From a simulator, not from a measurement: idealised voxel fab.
The process module presented herein is designated voxel transistor to metal.
Section shown: cut. Width: 165 nm. Cell size: 5 nm, square.
Throughout this document, each cross-section is represented as a grid of square cells and is presented as a sequence of bands enumerated from the top downward, where a band comprises one or more rows of cells.
In this notation a band is specified by the heights of its top and bottom, in that order and in nm, after which its materials appear from left to right, each paired with its width in nm. The word "edge to edge" attached to a single material means that material fills the band from edge to edge; the word "empty" stands for empty space.
Measure heights from 0. That's the level where, below it, the as-received wafer is all one material. The lowest band is bottomless and extends downward; write it as in "top 0, no bottom".
You'd read "30->40" like this: the band's top row of cells is as wide as the first number, its bottom row is as wide as the second, and going down, every row changes width by the same amount as the row before did.
It should be understood that the words "nothing changed", when stated for a given step, signify that the cross-section underwent no change in any of its cells during that step.
Each empty space that has no open way to the top and spans at least 8 cells appears under "Enclosed void catalog" as width x height at distance, the distance counted from the left edge, all in nm.
That trailing text on a step's line, after the settings, is the simulator's own remark on the step.
overlay nm: right-of-plan distance of the mask on a masked step; negative values mean left-of-plan.
Below you will find pairs of cross-sections. In each, one shows the wafer before one process step and the other after it, with the after view ending at the lowest band that changed. Under each pair is the step separating them, along with its settings. Do not assume the pairs form a chain: they can come from different runs of this module on the same starting wafer, and a pair continues from the pair above it only when its "Snapshot before" entry says so.

### Snapshot before
- top 70, bottom 65: 40 nm TiN; 10 nm empty; 65 nm TiN; 10 nm empty; 40 nm TiN
- top 65, bottom 35: 35 nm SiO2; 5 nm TiN; 10 nm empty; 5 nm TiN; 55 nm SiO2; 5 nm TiN; 10 nm empty; 5 nm TiN; 35 nm SiO2
- top 35, bottom 25: 35 nm SiO2; 5 nm TiN; 10 nm empty; 5 nm TiN; 5 nm SiO2; 10 nm SiN; 5 nm SiO2; 15 nm SiCN; 5 nm SiO2; 10 nm SiN; 5 nm SiO2; 5 nm TiN; 10 nm empty; 5 nm TiN; 35 nm SiO2
- top 25, bottom 20: 35 nm SiO2; 5 nm TiN; 10 nm empty; 5 nm TiN; 5 nm SiO2; 10 nm SiN; 5 nm SiO2; 15 nm polySi; 5 nm SiO2; 10 nm SiN; 5 nm SiO2; 5 nm TiN; 10 nm empty; 5 nm TiN; 35 nm SiO2
- top 20, bottom 15: 35 nm SiO2; 20 nm TiN; 5 nm SiO2; 10 nm SiN; 5 nm SiO2; 15 nm polySi; 5 nm SiO2; 10 nm SiN; 5 nm SiO2; 20 nm TiN; 35 nm SiO2
- top 15, bottom 10: 60 nm SiO2; 10 nm SiN; 5 nm SiO2; 15 nm polySi; 5 nm SiO2; 10 nm SiN; 60 nm SiO2
- top 10, bottom 5: 25 nm SiO2; 10 nm SiN; 25 nm SiO2; 10 nm SiN; 5 nm SiO2; 15 nm polySi; 5 nm SiO2; 10 nm SiN; 25 nm SiO2; 10 nm SiN; 25 nm SiO2
- top 5, bottom 0: 25 nm SiO2; 10 nm SiN; 10 nm nSi; 5 nm SiO2; 10 nm nSi; 10 nm SiN; 5 nm SiO2; 15 nm polySi; 5 nm SiO2; 10 nm SiN; 10 nm nSi; 5 nm SiO2; 10 nm nSi; 10 nm SiN; 25 nm SiO2
- top 0, bottom -5: 35 nm SiO2; 25 nm nSi; 45 nm SiO2; 25 nm nSi; 35 nm SiO2
- top -5, bottom -10: 25 nm SiO2; 10 nm Si; 25 nm nSi; 45 nm Si; 25 nm nSi; 10 nm Si; 25 nm SiO2
- top -10, bottom -20: 25 nm SiO2; 115 nm Si; 25 nm SiO2
- top -20, no bottom: Si edge to edge
- Enclosed void catalog: none

### Post-Process View
- top 80, bottom 70: Ru edge to edge
- top 70, bottom 65: 40 nm TiN; 10 nm Ru; 65 nm TiN; 10 nm Ru; 40 nm TiN
- top 65, bottom 35: 35 nm SiO2; 5 nm TiN; 10 nm Ru; 5 nm TiN; 55 nm SiO2; 5 nm TiN; 10 nm Ru; 5 nm TiN; 35 nm SiO2
- top 35, bottom 25: 35 nm SiO2; 5 nm TiN; 10 nm Ru; 5 nm TiN; 5 nm SiO2; 10 nm SiN; 5 nm SiO2; 15 nm SiCN; 5 nm SiO2; 10 nm SiN; 5 nm SiO2; 5 nm TiN; 10 nm Ru; 5 nm TiN; 35 nm SiO2
- top 25, bottom 20: 35 nm SiO2; 5 nm TiN; 10 nm Ru; 5 nm TiN; 5 nm SiO2; 10 nm SiN; 5 nm SiO2; 15 nm polySi; 5 nm SiO2; 10 nm SiN; 5 nm SiO2; 5 nm TiN; 10 nm Ru; 5 nm TiN; 35 nm SiO2
- Everything under 20 stays put, no change at all.
- Enclosed void catalog: none
The process step separating the two cross-sections depicted above is as follows: FILL_DEP: material Ru, thk nm 10

Snapshot before: after-step cross-section of the pair just above applies.

### Post-Process View
- top 50, bottom 35: 35 nm SiO2; 5 nm TiN; 10 nm Ru; 5 nm TiN; 55 nm SiO2; 5 nm TiN; 10 nm Ru; 5 nm TiN; 35 nm SiO2
- Everything under 35 stays put, no change at all.
- Enclosed void catalog: none
The process step separating the two cross-sections depicted above is as follows: CMP: height nm 50

Snapshot before: after-step cross-section of the pair just above applies.

### Post-Process View
- top 55, bottom 50: SiN edge to edge
- Everything under 50 stays put, no change at all.
- Enclosed void catalog: none
The process step separating the two cross-sections depicted above is as follows: CONFORMAL_DEP: material SiN, thk nm 5

Snapshot before: after-step cross-section of the pair just above applies.

### Post-Process View
- top 70, bottom 55: lowk edge to edge
- Everything under 55 stays put, no change at all.
- Enclosed void catalog: none
The process step separating the two cross-sections depicted above is as follows: DIRECTIONAL_DEP: material lowk, thk nm 15

Snapshot before: after-step cross-section of the pair just above applies.

### Post-Process View
- top 85, bottom 70: 35 nm resist; 20 nm empty; 55 nm resist; 20 nm empty; 35 nm resist
- Everything under 70 stays put, no change at all.
- Enclosed void catalog: none
The process step separating the two cross-sections depicted above is as follows: PATTERN: tone open, mask id METAL_1, material resist, width nm 20, pitch nm 75, thk nm 15, overlay nm 0

Snapshot before: after-step cross-section of the pair just above applies.

### Post-Process View
- top 85, bottom 70: 35 nm resist; 20 nm empty; 55 nm resist; 20 nm empty; 35 nm resist
- top 70, bottom 55: 35 nm lowk; 20 nm empty; 55 nm lowk; 20 nm empty; 35 nm lowk
- Everything under 55 stays put, no change at all.
- Enclosed void catalog: none
The process step separating the two cross-sections depicted above is as follows: DIRECTIONAL_ETCH: etch materials lowk, depth nm 15

Snapshot before: after-step cross-section of the pair just above applies.

### Post-Process View
- top 85, bottom 70: 35 nm resist; 20 nm empty; 55 nm resist; 20 nm empty; 35 nm resist
- top 70, bottom 55: 35 nm lowk; 20 nm empty; 55 nm lowk; 20 nm empty; 35 nm lowk
- top 55, bottom 50: 35 nm SiN; 20 nm empty; 55 nm SiN; 20 nm empty; 35 nm SiN
- Everything under 50 stays put, no change at all.
- Enclosed void catalog: none
The process step separating the two cross-sections depicted above is as follows: DIRECTIONAL_ETCH: etch materials SiN, depth nm 5

Snapshot before: after-step cross-section of the pair just above applies.

### Post-Process View
- top 70, bottom 55: 35 nm lowk; 20 nm empty; 55 nm lowk; 20 nm empty; 35 nm lowk
- Everything under 55 stays put, no change at all.
- Enclosed void catalog: none
The process step separating the two cross-sections depicted above is as follows: STRIP: etch materials resist

Snapshot before: after-step cross-section of the pair just above applies.

### Post-Process View
- top 75, bottom 70: 40 nm TiN; 10 nm empty; 65 nm TiN; 10 nm empty; 40 nm TiN
- top 70, bottom 55: 35 nm lowk; 5 nm TiN; 10 nm empty; 5 nm TiN; 55 nm lowk; 5 nm TiN; 10 nm empty; 5 nm TiN; 35 nm lowk
- top 55, bottom 50: 35 nm SiN; 20 nm TiN; 55 nm SiN; 20 nm TiN; 35 nm SiN
- Everything under 50 stays put, no change at all.
- Enclosed void catalog: none
The process step separating the two cross-sections depicted above is as follows: CONFORMAL_DEP: material TiN, thk nm 5

Snapshot before: after-step cross-section of the pair just above applies.

### Post-Process View
- top 80, bottom 75: Ru edge to edge
- top 75, bottom 70: 40 nm TiN; 10 nm Ru; 65 nm TiN; 10 nm Ru; 40 nm TiN
- top 70, bottom 55: 35 nm lowk; 5 nm TiN; 10 nm Ru; 5 nm TiN; 55 nm lowk; 5 nm TiN; 10 nm Ru; 5 nm TiN; 35 nm lowk
- Everything under 55 stays put, no change at all.
- Enclosed void catalog: none
The process step separating the two cross-sections depicted above is as follows: FILL_DEP: material Ru, thk nm 5

Snapshot before: after-step cross-section of the pair just above applies.

### Post-Process View
- top 70, bottom 55: 35 nm lowk; 5 nm TiN; 10 nm Ru; 5 nm TiN; 55 nm lowk; 5 nm TiN; 10 nm Ru; 5 nm TiN; 35 nm lowk
- Everything under 55 stays put, no change at all.
- Enclosed void catalog: none
The process step separating the two cross-sections depicted above is as follows: CMP: height nm 70

Snapshot before: after-step cross-section of the pair just above applies.

### Post-Process View
- top 75, bottom 70: SiCN edge to edge
- Everything under 70 stays put, no change at all.
- Enclosed void catalog: none
The process step separating the two cross-sections depicted above is as follows: CONFORMAL_DEP: material SiCN, thk nm 5

Snapshot before: after-step cross-section of the pair just above applies.

### Post-Process View
- top 100, bottom 75: lowk edge to edge
- Everything under 75 stays put, no change at all.
- Enclosed void catalog: none
The process step separating the two cross-sections depicted above is as follows: DIRECTIONAL_DEP: material lowk, thk nm 25

Snapshot before: after-step cross-section of the pair just above applies.

### Post-Process View
- top 100, bottom 75: 35 nm lowk; 15 nm empty; 60 nm lowk; 15 nm empty; 40 nm lowk
- Everything under 75 stays put, no change at all.
- Enclosed void catalog: none
The process step separating the two cross-sections depicted above is as follows: MASKED_ETCH: tone open, mask id METAL_2_HOLES, width nm 15, pitch nm 75, etch materials lowk, depth nm 25, overlay nm 0

Snapshot before: after-step cross-section of the pair just above applies.

### Post-Process View
- top 110, bottom 100: 35 nm aC; 15 nm empty; 60 nm aC; 15 nm empty; 40 nm aC
- top 100, bottom 85: 35 nm lowk; 15 nm empty; 60 nm lowk; 15 nm empty; 40 nm lowk
- top 85, bottom 75: 35 nm lowk; 15 nm aC; 60 nm lowk; 15 nm aC; 40 nm lowk
- Everything under 75 stays put, no change at all.
- Enclosed void catalog: none
The process step separating the two cross-sections depicted above is as follows: DIRECTIONAL_DEP: material aC, thk nm 10

Snapshot before: after-step cross-section of the pair just above applies.

### Post-Process View
- top 135, bottom 110: 35 nm resist; 20 nm empty; 55 nm resist; 20 nm empty; 35 nm resist
- Everything under 110 stays put, no change at all.
- Enclosed void catalog: none
The process step separating the two cross-sections depicted above is as follows: PATTERN: tone open, mask id METAL_2, material resist, width nm 20, pitch nm 75, thk nm 25, overlay nm 0

Snapshot before: after-step cross-section of the pair just above applies.

### Post-Process View
- top 125, bottom 110: 35 nm resist; 20 nm empty; 55 nm resist; 20 nm empty; 35 nm resist
- top 110, bottom 100: 35 nm aC; 20 nm empty; 55 nm aC; 20 nm empty; 35 nm aC
- top 100, bottom 75: 35 nm lowk; 15 nm empty; 60 nm lowk; 15 nm empty; 40 nm lowk
- Everything under 75 stays put, no change at all.
- Enclosed void catalog: none
The process step separating the two cross-sections depicted above is as follows: DIRECTIONAL_ETCH: etch materials aC, depth nm 10

Snapshot before: after-step cross-section of the pair just above applies.

### Post-Process View
- top 110, bottom 100: 35 nm aC; 20 nm empty; 55 nm aC; 20 nm empty; 35 nm aC
- Everything under 100 stays put, no change at all.
- Enclosed void catalog: none
The process step separating the two cross-sections depicted above is as follows: STRIP: etch materials resist

Snapshot before: after-step cross-section of the pair just above applies.

### Post-Process View
- top 110, bottom 100: 35 nm aC; 20 nm empty; 55 nm aC; 20 nm empty; 35 nm aC
- top 100, bottom 85: 35 nm lowk; 20 nm empty; 55 nm lowk; 20 nm empty; 35 nm lowk
- Everything under 85 stays put, no change at all.
- Enclosed void catalog: none
The process step separating the two cross-sections depicted above is as follows: DIRECTIONAL_ETCH: etch materials lowk, depth nm 15

Snapshot before: after-step cross-section of the pair just above applies.

### Post-Process View
- top 110, bottom 100: 35 nm aC; 20 nm empty; 55 nm aC; 20 nm empty; 35 nm aC
- top 100, bottom 85: 35 nm lowk; 20 nm empty; 55 nm lowk; 20 nm empty; 35 nm lowk
- top 85, bottom 75: 35 nm lowk; 15 nm empty; 60 nm lowk; 15 nm empty; 40 nm lowk
- top 75, bottom 70: 35 nm SiCN; 15 nm empty; 60 nm SiCN; 15 nm empty; 40 nm SiCN
- Everything under 70 stays put, no change at all.
- Enclosed void catalog: none
The process step separating the two cross-sections depicted above is as follows: DIRECTIONAL_ETCH: etch materials SiCN, depth nm 5

Snapshot before: after-step cross-section of the pair just above applies.

### Post-Process View
- top 100, bottom 85: 35 nm lowk; 20 nm empty; 55 nm lowk; 20 nm empty; 35 nm lowk
- Everything under 85 stays put, no change at all.
- Enclosed void catalog: none
The process step separating the two cross-sections depicted above is as follows: STRIP: etch materials aC

Snapshot before: after-step cross-section of the pair just above applies.

### Post-Process View
- top 105, bottom 100: 40 nm TiN; 10 nm empty; 65 nm TiN; 10 nm empty; 40 nm TiN
- top 100, bottom 90: 35 nm lowk; 5 nm TiN; 10 nm empty; 5 nm TiN; 55 nm lowk; 5 nm TiN; 10 nm empty; 5 nm TiN; 35 nm lowk
- top 90, bottom 85: 35 nm lowk; 5 nm TiN; 5 nm empty; 10 nm TiN; 55 nm lowk; 5 nm TiN; 5 nm empty; 10 nm TiN; 35 nm lowk
- top 85, bottom 75: 35 nm lowk; 5 nm TiN; 5 nm empty; 5 nm TiN; 60 nm lowk; 5 nm TiN; 5 nm empty; 5 nm TiN; 40 nm lowk
- top 75, bottom 70: 35 nm SiCN; 15 nm TiN; 60 nm SiCN; 15 nm TiN; 40 nm SiCN
- Everything under 70 stays put, no change at all.
- Enclosed void catalog: none
The process step separating the two cross-sections depicted above is as follows: CONFORMAL_DEP: material TiN, thk nm 5

Snapshot before: after-step cross-section of the pair just above applies.

### Post-Process View
- top 115, bottom 105: Ru edge to edge
- top 105, bottom 100: 40 nm TiN; 10 nm Ru; 65 nm TiN; 10 nm Ru; 40 nm TiN
- top 100, bottom 90: 35 nm lowk; 5 nm TiN; 10 nm Ru; 5 nm TiN; 55 nm lowk; 5 nm TiN; 10 nm Ru; 5 nm TiN; 35 nm lowk
- top 90, bottom 85: 35 nm lowk; 5 nm TiN; 5 nm Ru; 10 nm TiN; 55 nm lowk; 5 nm TiN; 5 nm Ru; 10 nm TiN; 35 nm lowk
- top 85, bottom 75: 35 nm lowk; 5 nm TiN; 5 nm Ru; 5 nm TiN; 60 nm lowk; 5 nm TiN; 5 nm Ru; 5 nm TiN; 40 nm lowk
- Everything under 75 stays put, no change at all.
- Enclosed void catalog: none
The process step separating the two cross-sections depicted above is as follows: FILL_DEP: material Ru, thk nm 10

Snapshot before: after-step cross-section of the pair just above applies.

### Post-Process View
- top 100, bottom 90: 35 nm lowk; 5 nm TiN; 10 nm Ru; 5 nm TiN; 55 nm lowk; 5 nm TiN; 10 nm Ru; 5 nm TiN; 35 nm lowk
- Everything under 90 stays put, no change at all.
- Enclosed void catalog: none
The process step separating the two cross-sections depicted above is as follows: CMP: height nm 100

Snapshot before: after-step cross-section of the pair just above applies.

### Post-Process View
- top 105, bottom 100: SiCN edge to edge
- Everything under 100 stays put, no change at all.
- Enclosed void catalog: none
The process step separating the two cross-sections depicted above is as follows: CONFORMAL_DEP: material SiCN, thk nm 5

### Snapshot before
- top 20, bottom 15: 25 nm empty; 115 nm SiN; 25 nm empty
- top 15, bottom 5: 25 nm SiO2; 115 nm SiN; 25 nm SiO2
- top 5, bottom 0: SiO2 edge to edge
- top 0, bottom -20: 25 nm SiO2; 115 nm Si; 25 nm SiO2
- top -20, no bottom: Si edge to edge
- Enclosed void catalog: none

### Post-Process View
- top 20, bottom 10: 25 nm empty; 115 nm SiN; 25 nm empty
- Everything under 10 stays put, no change at all.
- Enclosed void catalog: none
The process step separating the two cross-sections depicted above is as follows: SELECTIVE_ETCH: etch materials SiO2, depth nm 5

Snapshot before: after-step cross-section of the pair just above applies.

### Post-Process View
- top 10, bottom 5: 25 nm SiO2; 115 nm empty; 25 nm SiO2
- Everything under 5 stays put, no change at all.
- Enclosed void catalog: none
The process step separating the two cross-sections depicted above is as follows: STRIP: etch materials SiN

Snapshot before: after-step cross-section of the pair just above applies.

### Post-Process View
- top 35, bottom 30: 25 nm polySi; 115 nm empty; 25 nm polySi
- top 30, bottom 10: polySi edge to edge
- top 10, bottom 5: 25 nm SiO2; 115 nm polySi; 25 nm SiO2
- Everything under 5 stays put, no change at all.
- Enclosed void catalog: none
The process step separating the two cross-sections depicted above is as follows: DIRECTIONAL_DEP: material polySi, thk nm 25

Snapshot before: after-step cross-section of the pair just above applies.

### Post-Process View
- top 45, bottom 40: 25 nm SiCN; 115 nm empty; 25 nm SiCN
- top 40, bottom 35: SiCN edge to edge
- top 35, bottom 30: 25 nm polySi; 115 nm SiCN; 25 nm polySi
- Everything under 30 stays put, no change at all.
- Enclosed void catalog: none
The process step separating the two cross-sections depicted above is as follows: DIRECTIONAL_DEP: material SiCN, thk nm 10

Snapshot before: after-step cross-section of the pair just above applies.

### Post-Process View
- top 40, bottom 35: 75 nm empty; 15 nm SiCN; 75 nm empty
- top 35, bottom 30: 25 nm polySi; 50 nm empty; 15 nm SiCN; 50 nm empty; 25 nm polySi
- Everything under 30 stays put, no change at all.
- Enclosed void catalog: none
The process step separating the two cross-sections depicted above is as follows: MASKED_ETCH: tone cover, mask id GATE, width nm 15, etch materials SiCN, depth nm 20, overlay nm 0

Snapshot before: after-step cross-section of the pair just above applies.

### Post-Process View
- top 40, bottom 30: 75 nm empty; 15 nm SiCN; 75 nm empty
- top 30, bottom 10: 75 nm empty; 15 nm polySi; 75 nm empty
- top 10, bottom 5: 25 nm SiO2; 50 nm empty; 15 nm polySi; 50 nm empty; 25 nm SiO2
- Everything under 5 stays put, no change at all.
- Enclosed void catalog: none
The process step separating the two cross-sections depicted above is as follows: MASKED_ETCH: tone cover, mask id GATE, width nm 15, etch materials polySi, depth nm 35, overlay nm 0

Snapshot before: after-step cross-section of the pair just above applies.

### Post-Process View
- top 45, bottom 40: 70 nm empty; 25 nm SiO2; 70 nm empty
- top 40, bottom 30: 70 nm empty; 5 nm SiO2; 15 nm SiCN; 5 nm SiO2; 70 nm empty
- top 30, bottom 15: 70 nm empty; 5 nm SiO2; 15 nm polySi; 5 nm SiO2; 70 nm empty
- top 15, bottom 10: 30 nm SiO2; 40 nm empty; 5 nm SiO2; 15 nm polySi; 5 nm SiO2; 40 nm empty; 30 nm SiO2
- top 10, bottom 5: 75 nm SiO2; 15 nm polySi; 75 nm SiO2
- Everything under 5 stays put, no change at all.
- Enclosed void catalog: none
The process step separating the two cross-sections depicted above is as follows: CONFORMAL_DEP: material SiO2, thk nm 5

Snapshot before: after-step cross-section of the pair just above applies.

### Post-Process View
- top 40, bottom 30: 70 nm empty; 5 nm SiO2; 15 nm SiCN; 5 nm SiO2; 70 nm empty
- top 30, bottom 10: 70 nm empty; 5 nm SiO2; 15 nm polySi; 5 nm SiO2; 70 nm empty
- top 10, bottom 5: 30 nm SiO2; 40 nm empty; 5 nm SiO2; 15 nm polySi; 5 nm SiO2; 40 nm empty; 30 nm SiO2
- Everything under 5 stays put, no change at all.
- Enclosed void catalog: none
The process step separating the two cross-sections depicted above is as follows: DIRECTIONAL_ETCH: etch materials SiO2, depth nm 5

Snapshot before: after-step cross-section of the pair just above applies.

### Post-Process View
- top 50, bottom 40: 60 nm empty; 45 nm SiN; 60 nm empty
- top 40, bottom 30: 60 nm empty; 10 nm SiN; 5 nm SiO2; 15 nm SiCN; 5 nm SiO2; 10 nm SiN; 60 nm empty
- top 30, bottom 20: 60 nm empty; 10 nm SiN; 5 nm SiO2; 15 nm polySi; 5 nm SiO2; 10 nm SiN; 60 nm empty
- top 20, bottom 15: 40 nm SiN; 20 nm empty; 10 nm SiN; 5 nm SiO2; 15 nm polySi; 5 nm SiO2; 10 nm SiN; 20 nm empty; 40 nm SiN
- top 15, bottom 10: 70 nm SiN; 5 nm SiO2; 15 nm polySi; 5 nm SiO2; 70 nm SiN
- top 10, bottom 5: 30 nm SiO2; 40 nm SiN; 5 nm SiO2; 15 nm polySi; 5 nm SiO2; 40 nm SiN; 30 nm SiO2
- Everything under 5 stays put, no change at all.
- Enclosed void catalog: none
The process step separating the two cross-sections depicted above is as follows: CONFORMAL_DEP: material SiN, thk nm 10

Snapshot before: after-step cross-section of the pair just above applies.

### Post-Process View
- top 40, bottom 30: 60 nm empty; 10 nm SiN; 5 nm SiO2; 15 nm SiCN; 5 nm SiO2; 10 nm SiN; 60 nm empty
- top 30, bottom 10: 60 nm empty; 10 nm SiN; 5 nm SiO2; 15 nm polySi; 5 nm SiO2; 10 nm SiN; 60 nm empty
- top 10, bottom 5: 30 nm SiO2; 10 nm SiN; 20 nm empty; 10 nm SiN; 5 nm SiO2; 15 nm polySi; 5 nm SiO2; 10 nm SiN; 20 nm empty; 10 nm SiN; 30 nm SiO2
- Everything under 5 stays put, no change at all.
- Enclosed void catalog: none
The process step separating the two cross-sections depicted above is as follows: DIRECTIONAL_ETCH: etch materials SiN, depth nm 10

Snapshot before: after-step cross-section of the pair just above applies.

### Post-Process View
- top 40, bottom 35: 60 nm empty; 10 nm SiN; 5 nm empty; 15 nm SiCN; 5 nm empty; 10 nm SiN; 60 nm empty
- top 35, bottom 30: 60 nm empty; 10 nm SiN; 5 nm SiO2; 15 nm SiCN; 5 nm SiO2; 10 nm SiN; 60 nm empty
- top 30, bottom 10: 60 nm empty; 10 nm SiN; 5 nm SiO2; 15 nm polySi; 5 nm SiO2; 10 nm SiN; 60 nm empty
- top 10, bottom 5: 30 nm empty; 10 nm SiN; 20 nm empty; 10 nm SiN; 5 nm SiO2; 15 nm polySi; 5 nm SiO2; 10 nm SiN; 20 nm empty; 10 nm SiN; 30 nm empty
- top 5, bottom 0: 40 nm SiO2; 20 nm empty; 45 nm SiO2; 20 nm empty; 40 nm SiO2
- Everything under 0 stays put, no change at all.
- Enclosed void catalog: none
The process step separating the two cross-sections depicted above is as follows: DIRECTIONAL_ETCH: etch materials SiO2, depth nm 5

Snapshot before: after-step cross-section of the pair just above applies.

### Post-Process View
- top 40, bottom 35: 60 nm empty; 10 nm SiN; 5 nm empty; 15 nm SiCN; 5 nm empty; 10 nm SiN; 60 nm empty
- top 35, bottom 30: 60 nm empty; 10 nm SiN; 5 nm SiO2; 15 nm SiCN; 5 nm SiO2; 10 nm SiN; 60 nm empty
- top 30, bottom 10: 60 nm empty; 10 nm SiN; 5 nm SiO2; 15 nm polySi; 5 nm SiO2; 10 nm SiN; 60 nm empty
- top 10, bottom 5: 30 nm empty; 10 nm SiN; 20 nm empty; 10 nm SiN; 5 nm SiO2; 15 nm polySi; 5 nm SiO2; 10 nm SiN; 20 nm empty; 10 nm SiN; 30 nm empty
- top 5, bottom 0: 40 nm SiO2; 20 nm empty; 45 nm SiO2; 20 nm empty; 40 nm SiO2
- top 0, bottom -5: 25 nm SiO2; 15 nm Si; 20 nm empty; 45 nm Si; 20 nm empty; 15 nm Si; 25 nm SiO2
- Everything under -5 stays put, no change at all.
- Enclosed void catalog: none
The process step separating the two cross-sections depicted above is as follows: DIRECTIONAL_ETCH: etch materials Si, depth nm 5

Snapshot before: after-step cross-section of the pair just above applies.

### Post-Process View
- top 40, bottom 35: 60 nm empty; 10 nm SiN; 5 nm empty; 15 nm SiCN; 5 nm empty; 10 nm SiN; 60 nm empty
- top 35, bottom 30: 60 nm empty; 10 nm SiN; 5 nm SiO2; 15 nm SiCN; 5 nm SiO2; 10 nm SiN; 60 nm empty
- top 30, bottom 10: 60 nm empty; 10 nm SiN; 5 nm SiO2; 15 nm polySi; 5 nm SiO2; 10 nm SiN; 60 nm empty
- top 10, bottom 5: 30 nm empty; 10 nm SiN; 20 nm nSi; 10 nm SiN; 5 nm SiO2; 15 nm polySi; 5 nm SiO2; 10 nm SiN; 20 nm nSi; 10 nm SiN; 30 nm empty
- top 5, bottom 0: 40 nm SiO2; 20 nm nSi; 45 nm SiO2; 20 nm nSi; 40 nm SiO2
- top 0, bottom -5: 25 nm SiO2; 15 nm Si; 20 nm nSi; 45 nm Si; 20 nm nSi; 15 nm Si; 25 nm SiO2
- Everything under -5 stays put, no change at all.
- Enclosed void catalog: none
The process step separating the two cross-sections depicted above is as follows: EPI: material nSi, thk nm 10

Snapshot before: after-step cross-section of the pair just above applies.

### Post-Process View
- top 50, bottom 40: SiO2 edge to edge
- top 40, bottom 30: 60 nm SiO2; 10 nm SiN; 5 nm SiO2; 15 nm SiCN; 5 nm SiO2; 10 nm SiN; 60 nm SiO2
- top 30, bottom 10: 60 nm SiO2; 10 nm SiN; 5 nm SiO2; 15 nm polySi; 5 nm SiO2; 10 nm SiN; 60 nm SiO2
- top 10, bottom 5: 30 nm SiO2; 10 nm SiN; 20 nm nSi; 10 nm SiN; 5 nm SiO2; 15 nm polySi; 5 nm SiO2; 10 nm SiN; 20 nm nSi; 10 nm SiN; 30 nm SiO2
- Everything under 5 stays put, no change at all.
- Enclosed void catalog: none
The process step separating the two cross-sections depicted above is as follows: FILL_DEP: material SiO2, thk nm 10

Snapshot before: after-step cross-section of the pair just above applies.

### Post-Process View
- top 35, bottom 30: 60 nm SiO2; 10 nm SiN; 5 nm SiO2; 15 nm SiCN; 5 nm SiO2; 10 nm SiN; 60 nm SiO2
- Everything under 30 stays put, no change at all.
- Enclosed void catalog: none
The process step separating the two cross-sections depicted above is as follows: CMP: height nm 35

Snapshot before: after-step cross-section of the pair just above applies.

### Post-Process View
- top 50, bottom 35: SiO2 edge to edge
- Everything under 35 stays put, no change at all.
- Enclosed void catalog: none
The process step separating the two cross-sections depicted above is as follows: DIRECTIONAL_DEP: material SiO2, thk nm 15

Snapshot before: after-step cross-section of the pair just above applies.

### Post-Process View
- top 70, bottom 50: 35 nm resist; 20 nm empty; 55 nm resist; 20 nm empty; 35 nm resist
- Everything under 50 stays put, no change at all.
- Enclosed void catalog: none
The process step separating the two cross-sections depicted above is as follows: PATTERN: tone open, mask id CONTACT, material resist, width nm 20, pitch nm 75, thk nm 20, overlay nm 0

Snapshot before: after-step cross-section of the pair just above applies.

### Post-Process View
- top 70, bottom 50: 35 nm resist; 20 nm empty; 55 nm resist; 20 nm empty; 35 nm resist
- top 50, bottom 35: 35 nm SiO2; 20 nm empty; 55 nm SiO2; 20 nm empty; 35 nm SiO2
- top 35, bottom 30: 35 nm SiO2; 20 nm empty; 5 nm SiO2; 10 nm SiN; 5 nm SiO2; 15 nm SiCN; 5 nm SiO2; 10 nm SiN; 5 nm SiO2; 20 nm empty; 35 nm SiO2
- top 30, bottom 10: 35 nm SiO2; 20 nm empty; 5 nm SiO2; 10 nm SiN; 5 nm SiO2; 15 nm polySi; 5 nm SiO2; 10 nm SiN; 5 nm SiO2; 20 nm empty; 35 nm SiO2
- Everything under 10 stays put, no change at all.
- Enclosed void catalog: none
The process step separating the two cross-sections depicted above is as follows: DIRECTIONAL_ETCH: etch materials SiO2, depth nm 50

Snapshot before: after-step cross-section of the pair just above applies.

### Post-Process View
- top 50, bottom 35: 35 nm SiO2; 20 nm empty; 55 nm SiO2; 20 nm empty; 35 nm SiO2
- Everything under 35 stays put, no change at all.
- Enclosed void catalog: none
The process step separating the two cross-sections depicted above is as follows: STRIP: etch materials resist

Snapshot before: after-step cross-section of the pair just above applies.

### Post-Process View
- top 55, bottom 50: 40 nm TiN; 10 nm empty; 65 nm TiN; 10 nm empty; 40 nm TiN
- top 50, bottom 35: 35 nm SiO2; 5 nm TiN; 10 nm empty; 5 nm TiN; 55 nm SiO2; 5 nm TiN; 10 nm empty; 5 nm TiN; 35 nm SiO2
- top 35, bottom 30: 35 nm SiO2; 5 nm TiN; 10 nm empty; 5 nm TiN; 5 nm SiO2; 10 nm SiN; 5 nm SiO2; 15 nm SiCN; 5 nm SiO2; 10 nm SiN; 5 nm SiO2; 5 nm TiN; 10 nm empty; 5 nm TiN; 35 nm SiO2
- top 30, bottom 15: 35 nm SiO2; 5 nm TiN; 10 nm empty; 5 nm TiN; 5 nm SiO2; 10 nm SiN; 5 nm SiO2; 15 nm polySi; 5 nm SiO2; 10 nm SiN; 5 nm SiO2; 5 nm TiN; 10 nm empty; 5 nm TiN; 35 nm SiO2
- top 15, bottom 10: 35 nm SiO2; 20 nm TiN; 5 nm SiO2; 10 nm SiN; 5 nm SiO2; 15 nm polySi; 5 nm SiO2; 10 nm SiN; 5 nm SiO2; 20 nm TiN; 35 nm SiO2
- Everything under 10 stays put, no change at all.
- Enclosed void catalog: none
The process step separating the two cross-sections depicted above is as follows: CONFORMAL_DEP: material TiN, thk nm 5

Snapshot before: after-step cross-section of the pair just above applies.

### Post-Process View
- top 65, bottom 55: Ru edge to edge
- top 55, bottom 50: 40 nm TiN; 10 nm Ru; 65 nm TiN; 10 nm Ru; 40 nm TiN
- top 50, bottom 35: 35 nm SiO2; 5 nm TiN; 10 nm Ru; 5 nm TiN; 55 nm SiO2; 5 nm TiN; 10 nm Ru; 5 nm TiN; 35 nm SiO2
- top 35, bottom 30: 35 nm SiO2; 5 nm TiN; 10 nm Ru; 5 nm TiN; 5 nm SiO2; 10 nm SiN; 5 nm SiO2; 15 nm SiCN; 5 nm SiO2; 10 nm SiN; 5 nm SiO2; 5 nm TiN; 10 nm Ru; 5 nm TiN; 35 nm SiO2
- top 30, bottom 15: 35 nm SiO2; 5 nm TiN; 10 nm Ru; 5 nm TiN; 5 nm SiO2; 10 nm SiN; 5 nm SiO2; 15 nm polySi; 5 nm SiO2; 10 nm SiN; 5 nm SiO2; 5 nm TiN; 10 nm Ru; 5 nm TiN; 35 nm SiO2
- Everything under 15 stays put, no change at all.
- Enclosed void catalog: none
The process step separating the two cross-sections depicted above is as follows: FILL_DEP: material Ru, thk nm 10

Snapshot before: after-step cross-section of the pair just above applies.

### Post-Process View
- top 50, bottom 35: 35 nm SiO2; 5 nm TiN; 10 nm Ru; 5 nm TiN; 55 nm SiO2; 5 nm TiN; 10 nm Ru; 5 nm TiN; 35 nm SiO2
- Everything under 35 stays put, no change at all.
- Enclosed void catalog: none
The process step separating the two cross-sections depicted above is as follows: CMP: height nm 50
